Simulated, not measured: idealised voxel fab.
Module name: voxel self aligned vias (process module)
Square cell edge 5 nm, section width 300 nm, ID cut.
For the purposes of this document, a cross-section shall be understood as a grid of square cells, specified as bands listed in top-to-bottom order, each band consisting of one or more rows of cells.
Top height, bottom height, nm. Materials left to right, width each, nm. Single material + "throughout" = fills band edge to edge. "air" = empty.
Heights are reckoned from 0. Under this level, the received wafer is all of one material. The bottommost band is open-ended downward, for example "0 down".
Quick explanation for "30 to 40": the width changes in equal steps down the rows of cells, from the first number in the band's top row to the second number in its bottom row.
A step reported as "everything unchanged" is a step in which no cell of the cross-section changed.
If an empty space has no open way to the top and is at least 8 cells in size, "Non-vented voids" lists it, written width x height at distance, where distance is measured from the left edge and every value is in nm.
On a step's line, text after the settings is the simulator commenting on that step.
overlay nm, on a step with a mask: how far to the right of its planned place the mask lay; to the left if negative

SO HERE'S THE LINEUP OF PROCESS STEPS WE PLANNED
1: RECEIVE | material Si
2: CONFORMAL_DEP | material SiO2 | thk nm 10
3: CONFORMAL_DEP | material SiCN | thk nm 5
4: DIRECTIONAL_DEP | material lowk | thk nm 20
5: DIRECTIONAL_DEP | material aC | thk nm 15
6: PATTERN | tone open | mask id LINES | material resist | width nm 25 | pitch nm 50 | thk nm 35 | overlay nm 0
7: DIRECTIONAL_ETCH | etch materials aC | depth nm 15
8: STRIP | etch materials resist
9: DIRECTIONAL_ETCH | etch materials lowk | depth nm 20
10: STRIP | etch materials aC
11: CONFORMAL_DEP | material TiN | thk nm 5
12: FILL_DEP | material W | thk nm 5
13: CMP | height nm 35
14: SELECTIVE_ETCH | etch materials W Ru TiN | depth nm 5
15: FILL_DEP | material SiN | thk nm 5
16: CMP | height nm 35
17: DIRECTIONAL_DEP | material lowk | thk nm 15
18: DIRECTIONAL_DEP | material aC | thk nm 10
19: PATTERN | tone open | mask id VIAS | material resist | width nm 35 | thk nm 30 | overlay nm 0
20: DIRECTIONAL_ETCH | etch materials aC | depth nm 10
21: STRIP | etch materials resist
22: DIRECTIONAL_ETCH | etch materials lowk | depth nm 15
23: DIRECTIONAL_ETCH | etch materials SiN | depth nm 5
24: STRIP | etch materials aC
25: CONFORMAL_DEP | material TiN | thk nm 5
26: FILL_DEP | material Cu | thk nm 5
27: CMP | height nm 50
28: CONFORMAL_DEP | material SiN | thk nm 5

CROSS-SECTION: WAFER ON ARRIVAL = AFTER STEP 1
    0 down = Si throughout
    Non-vented voids: none

THE FIRST OF TWO WAFERS, CROSS-SECTIONED AT THE END OF THE MODULE, WITH THE RUN PROCEEDING AS PLANNED
    55 to 50 = SiN throughout
    50 to 40 = lowk (105) / TiN (5) / Cu (25) / TiN (5) / lowk (160)
    40 to 35 = lowk (105) / TiN (10) / Cu (15) / TiN (10) / lowk (160)
    35 to 30 = lowk (110) / TiN (25) / lowk (25) / SiN (25) / lowk (115)
    30 to 20 = lowk (110) / TiN (5) / W (15) / TiN (5) / lowk (25) / TiN (5) / W (15) / TiN (5) / lowk (115)
    20 to 15 = lowk (110) / TiN (25) / lowk (25) / TiN (25) / lowk (115)
    15 to 10 = SiCN throughout
    10 to 0 = SiO2 throughout
    0 down = Si throughout
    Non-vented voids: none

THIS CROSS-SECTION BELONGS TO THE SECOND WAFER OF TWO AT THE END OF THE MODULE; THE START AND THE PLAN WERE SHARED WITH THE FIRST, AND THE RUN INCLUDED ONE MISTAKE
    55 to 50 = SiN throughout
    50 to 35 = lowk (105) / TiN (5) / Cu (25) / TiN (5) / lowk (160)
    35 to 30 = lowk (105) / TiN (35) / lowk (20) / SiN (25) / lowk (115)
    30 to 20 = lowk (105) / TiN (10) / W (15) / TiN (10) / lowk (20) / TiN (5) / W (15) / TiN (5) / lowk (115)
    20 to 15 = lowk (110) / TiN (25) / lowk (25) / TiN (25) / lowk (115)
    15 to 10 = SiCN throughout
    10 to 0 = SiO2 throughout
    0 down = Si throughout
    Non-vented voids: none
It is concluded that the wafer was processed incorrectly with respect to the plan, in that the plan had its step 22 run twice
In the final state, the cell counts of the second wafer exceed or fall short of those of the first for the following materials: Cu: 2 more | TiN: 4 more | lowk: 6 fewer
